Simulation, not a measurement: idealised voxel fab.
This section sets out a process module, namely voxel gate over fins.
The width of the displayed cross-section, cut, is 210 nm; its cells are square, with a size of 5 nm.
The cross-sections in this document take the form of a grid made of square cells. They are written out as bands, in order from top to bottom. Each band consists of one or more rows of cells.
Heads up on the band format: heights come first, top then bottom, in nm. After that it's the materials left to right, each with its width in nm. A single material flagged "throughout" fills the whole band edge to edge, and "blank" means there's empty space there.
The reference from which all heights are counted is 0, the level beneath which the as-received wafer is entirely one material; the lowest band, having no lower bound, proceeds downward and is written after the example "z 0 and below".
With a width like "30 to 40", each row of cells in the band differs from the next by the same amount, the top row carrying the first number and the bottom row the second.
"changes: none", as given for a step, is the statement that not any cell of the cross-section underwent a change during that step.
Enclosed voids (no open way to top), threshold 8 cells or more, entry "Closed cavities", notation width x height at distance, distance from left edge, nm.
Where a step's line continues beyond its settings, the continuation is a remark by the simulator itself on that step.
What "overlay nm" on a step's line means: if the step has a mask, that mask lay this far to the right of its planned place, or, when the value is negative, to the left.

List of planned process steps:
1,RECEIVE, material Si
2,CONFORMAL_DEP, material SiN, thk nm 5
3,DIRECTIONAL_DEP, material aC, thk nm 10
4,PATTERN, tone cover, mask id FINS, material resist, width nm 15, pitch nm 40, thk nm 30, overlay nm 0
5,DIRECTIONAL_ETCH, etch materials aC, depth nm 10
6,STRIP, etch materials resist
7,DIRECTIONAL_ETCH, etch materials SiN, depth nm 5
8,DIRECTIONAL_ETCH, etch materials Si, depth nm 40
9,STRIP, etch materials aC
10,OXIDIZE, depth nm 5
11,FILL_DEP, material SiO2, thk nm 10
12,CMP, height nm 5
13,SELECTIVE_ETCH, etch materials SiO2, depth nm 20
14,STRIP, etch materials SiN
15,CONFORMAL_DEP, material HfO2, thk nm 5
16,CONFORMAL_DEP, material TiN, thk nm 5
17,CONFORMAL_DEP, material TiAl, thk nm 5
18,CONFORMAL_DEP, material TiN, thk nm 5
19,FILL_DEP, material W, thk nm 10
20,CMP, height nm 25
21,CONFORMAL_DEP, material SiN, thk nm 10

Cross-section of the incoming wafer, state after step 1:
- z 0 and below = Si throughout
- Closed cavities: none

First of two wafers: cross-section at end of module, run per plan:
- z 35 to 25 = SiN throughout
- z 25 to 20 = W throughout
- z 20 to 15 = 60 nm W, then 85 nm TiN, then 65 nm W
- z 15 to 10 = 60 nm W, then 5 nm TiN, then 35 nm TiAl, then 5 nm TiN, then 35 nm TiAl, then 5 nm TiN, then 65 nm W
- z 10 to 5 = 60 nm W, then 5 nm TiN, then 5 nm TiAl, then 25 nm TiN, then 5 nm TiAl, then 5 nm TiN, then 5 nm TiAl, then 25 nm TiN, then 5 nm TiAl, then 5 nm TiN, then 65 nm W
- z 5 to 0 = 65 nm TiN, then 5 nm TiAl, then 5 nm TiN, then 15 nm HfO2, then 5 nm TiN, then 5 nm TiAl, then 5 nm TiN, then 5 nm TiAl, then 5 nm TiN, then 15 nm HfO2, then 5 nm TiN, then 5 nm TiAl, then 70 nm TiN
- z 0 to -5 = 70 nm TiAl, then 5 nm TiN, then 5 nm HfO2, then 5 nm Si, then 5 nm HfO2, then 5 nm TiN, then 15 nm TiAl, then 5 nm TiN, then 5 nm HfO2, then 5 nm Si, then 5 nm HfO2, then 5 nm TiN, then 75 nm TiAl
- z -5 to -10 = 75 nm TiN, then 5 nm HfO2, then 5 nm Si, then 5 nm HfO2, then 25 nm TiN, then 5 nm HfO2, then 5 nm Si, then 5 nm HfO2, then 80 nm TiN
- z -10 to -15 = 80 nm HfO2, then 5 nm Si, then 35 nm HfO2, then 5 nm Si, then 85 nm HfO2
- z -15 to -45 = 80 nm SiO2, then 5 nm Si, then 35 nm SiO2, then 5 nm Si, then 85 nm SiO2
- z -45 and below = Si throughout
- Closed cavities: none

Second wafer of the two, sectioned at the end of the module. It began like the first and followed the same plan, but one mistake was made while running it:
- z 35 to 25 = SiN throughout
- z 25 to 20 = W throughout
- z 20 to 15 = 60 nm W, then 85 nm TiN, then 65 nm W
- z 15 to 10 = 60 nm W, then 5 nm TiN, then 35 nm TiAl, then 5 nm TiN, then 35 nm TiAl, then 5 nm TiN, then 65 nm W
- z 10 to 5 = 60 nm W, then 5 nm TiN, then 5 nm TiAl, then 25 nm TiN, then 5 nm TiAl, then 5 nm TiN, then 5 nm TiAl, then 25 nm TiN, then 5 nm TiAl, then 5 nm TiN, then 65 nm W
- z 5 to 0 = 65 nm TiN, then 5 nm TiAl, then 5 nm TiN, then 15 nm HfO2, then 5 nm TiN, then 5 nm TiAl, then 5 nm TiN, then 5 nm TiAl, then 5 nm TiN, then 15 nm HfO2, then 5 nm TiN, then 5 nm TiAl, then 70 nm TiN
- z 0 to -5 = 70 nm TiAl, then 5 nm TiN, then 5 nm HfO2, then 5 nm Si, then 5 nm HfO2, then 5 nm TiN, then 15 nm TiAl, then 5 nm TiN, then 5 nm HfO2, then 5 nm Si, then 5 nm HfO2, then 5 nm TiN, then 75 nm TiAl
- z -5 to -10 = 75 nm TiN, then 5 nm HfO2, then 5 nm Si, then 5 nm HfO2, then 25 nm TiN, then 5 nm HfO2, then 5 nm Si, then 5 nm HfO2, then 80 nm TiN
- z -10 to -15 = 80 nm HfO2, then 5 nm Si, then 35 nm HfO2, then 5 nm Si, then 85 nm HfO2
- z -15 to -50 = 80 nm SiO2, then 5 nm Si, then 35 nm SiO2, then 5 nm Si, then 85 nm SiO2
- z -50 and below = Si throughout
- Closed cavities: none
Heads up, the wafer didn't run the way we planned it: rather than as planned, step 8 actually ran as DIRECTIONAL_ETCH, etch materials Si, depth nm 45
Upon completion, the second wafer contains, in terms of cells, a greater or smaller amount of certain materials than the first wafer: Si -40, SiO2 +40
